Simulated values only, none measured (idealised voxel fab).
process module | voxel tone inversion
cross-section cut | 205 nm wide | cells 5 nm
A cross-section is a grid of square cells, given in bands from the top down. A band is one or more rows of cells.
Each band's line starts with the height of the band's top and of its bottom, in nm. Then come its materials from left to right, each with its width in nm. One material with "throughout" fills the band from edge to edge. "air" is empty space.
Height 0 is the level under which the wafer as received is all one material. The lowest band goes on downwards, as in "0 down".
A width such as "30 to 40" changes by the same amount from each row of cells to the next, from the band's top row to its bottom row.
"no change" after a step means that no cell of the cross-section changed.
closed voids: empty space of 8 cells or more with no open way to the top, each as width x height at its distance from the left edge, in nm
after a step's settings: what the simulator itself notes on the step
overlay nm, on a step with a mask: how far to the right of its planned place the mask lay; to the left if negative
plan
1 op RECEIVE | material Si
2 op CONFORMAL_DEP | material SiCN | thk nm 5
3 op DIRECTIONAL_DEP | material polySi | thk nm 20
4 op PATTERN | tone cover | mask id POSTS | material resist | width nm 15 | pitch nm 50 | thk nm 30 | overlay nm 0
5 op DIRECTIONAL_ETCH | etch materials polySi | depth nm 20
6 op STRIP | etch materials resist
7 op FILL_DEP | material SiO2 | thk nm 10
8 op CMP | height nm 25
9 op STRIP | etch materials polySi
10 op CONFORMAL_DEP | material TiN | thk nm 5
11 op FILL_DEP | material Ru | thk nm 10
12 op CMP | height nm 25
13 op CONFORMAL_DEP | material SiCN | thk nm 5
varied across the wafers: width nm of step 4. The plan shows the first wafer's value. All wafers start alike
first wafer as received, after step 1
  0 down: Si throughout
  closed voids: none
each wafer at the end: cells of each material gained (+) or lost (-) since it was received, then its closed voids
width nm 15 | +12 Ru | +82 SiCN | +116 SiO2 | +36 TiN | closed voids: none
width nm 20 | +24 Ru | +82 SiCN | +100 SiO2 | +40 TiN | closed voids: none
width nm 25 | +36 Ru | +82 SiCN | +84 SiO2 | +44 TiN | closed voids: none
